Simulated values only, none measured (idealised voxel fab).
Process module name: voxel tone inversion
Shown is cross-section cut, with a width of 210 nm and square cells of size 5 nm.
Cross-section = grid of square cells, listed top down in bands; band = one or more rows. Band: top height; bottom height; in nm. Then, left to right: material with width in nm, for each material. "all across": a single material spanning edge to edge. "air": empty space. All heights in this document are referenced to 0, defined as the level beneath which the wafer, as received, consists entirely of one material. The lowest band is not bounded below; it extends indefinitely downward and is written in the form "0 and below". A two-number width, for instance "30..40", indicates that the width is equal to the first number in the top row of the band and to the second number in the bottom row, and that it changes by a constant amount per row of cells. "no alteration" for a step: no cell of the cross-section changed in that step. Look at "Completely enclosed voids" for the closed voids: empty spaces with no open path to the top, sized 8 cells or up. Each is width x height at distance, distance from the left edge, all nm. That trailing text on a step's line, after the settings, is the simulator's own remark on the step. The setting "overlay nm" may be written on the line of a step. When the step uses a mask, the value reports how far to the right of the planned place the mask lay, and a negative value reports that it lay to the left.
[Intended process steps]
1,RECEIVE, material Si
2,CONFORMAL_DEP, material SiN, thk nm 10
3,DIRECTIONAL_DEP, material aC, thk nm 25
4,PATTERN, tone cover, mask id POSTS, material resist, width nm 15, pitch nm 45, thk nm 30, overlay nm 0
5,DIRECTIONAL_ETCH, etch materials aC, depth nm 25
6,STRIP, etch materials resist
7,FILL_DEP, material lowk, thk nm 5
8,CMP, height nm 35
9,STRIP, etch materials aC
[First of two wafers, with the run carried out as planned]
[This is the cross-section of the wafer as we received it, i.e. after step 1]
> 0 and below = Si all across
> Completely enclosed voids: none
[Cross-section through the wafer, step 2 finished]
> 10 down to 0 = SiN all across
> Note: structure below 0 unchanged.
[Cross-section through the wafer, step 3 finished]
> 35 down to 10 = aC all across
> Note: structure below 10 unchanged.
[Cross-section through the wafer, step 4 finished]
> 65 down to 35 = 75 nm air, 15 nm resist, 30 nm air, 15 nm resist, 75 nm air
> Note: structure below 35 unchanged.
[Cross-section through the wafer, step 5 finished]
> 40 down to 35 = 75 nm air, 15 nm resist, 30 nm air, 15 nm resist, 75 nm air
> 35 down to 10 = 75 nm air, 15 nm aC, 30 nm air, 15 nm aC, 75 nm air
> Note: structure below 10 unchanged.
[Cross-section through the wafer, step 6 finished]
> 35 down to 10 = 75 nm air, 15 nm aC, 30 nm air, 15 nm aC, 75 nm air
> Note: structure below 10 unchanged.
[Cross-section through the wafer, step 7 finished]
> 40 down to 35 = lowk all across
> 35 down to 10 = 75 nm lowk, 15 nm aC, 30 nm lowk, 15 nm aC, 75 nm lowk
> Note: structure below 10 unchanged.
[Cross-section through the wafer, step 8 finished]
> 35 down to 10 = 75 nm lowk, 15 nm aC, 30 nm lowk, 15 nm aC, 75 nm lowk
> Note: structure below 10 unchanged.
[Cross-section through the wafer, step 9 finished]
> 35 down to 10 = 75 nm lowk, 15 nm air, 30 nm lowk, 15 nm air, 75 nm lowk
> Note: structure below 10 unchanged.
[Wafer two of two - same starting point, same process plan, one mistake in execution; matches wafer one up to and including step 3]
[X-section, second wafer, when step 4 was due to finish]
> 65 down to 35 = 75 nm resist, 15 nm air, 30 nm resist, 15 nm air, 75 nm resist
> Note: structure below 35 unchanged.
[X-section, second wafer, when step 5 was due to finish]
> 40 down to 35 = 75 nm resist, 15 nm air, 30 nm resist, 15 nm air, 75 nm resist
> 35 down to 10 = 75 nm aC, 15 nm air, 30 nm aC, 15 nm air, 75 nm aC
> Note: structure below 10 unchanged.
[X-section, second wafer, when step 6 was due to finish]
> 35 down to 10 = 75 nm aC, 15 nm air, 30 nm aC, 15 nm air, 75 nm aC
> Note: structure below 10 unchanged.
[X-section, second wafer, when step 7 was due to finish]
> 40 down to 35 = lowk all across
> 35 down to 10 = 75 nm aC, 15 nm lowk, 30 nm aC, 15 nm lowk, 75 nm aC
> Note: structure below 10 unchanged.
[X-section, second wafer, when step 8 was due to finish]
> 35 down to 10 = 75 nm aC, 15 nm lowk, 30 nm aC, 15 nm lowk, 75 nm aC
> Note: structure below 10 unchanged.
[X-section, second wafer, when step 9 was due to finish]
> 35 down to 10 = 75 nm air, 15 nm lowk, 30 nm air, 15 nm lowk, 75 nm air
> Note: structure below 10 unchanged.
Plan not followed: note that step 4 departed from the planned setting and was carried out as PATTERN, tone open, mask id POSTS, material resist, width nm 15, pitch nm 45, thk nm 30, overlay nm 0
Upon completion, the second wafer contains, in terms of cells, a greater or smaller amount of certain materials than the first wafer: -150 lowk
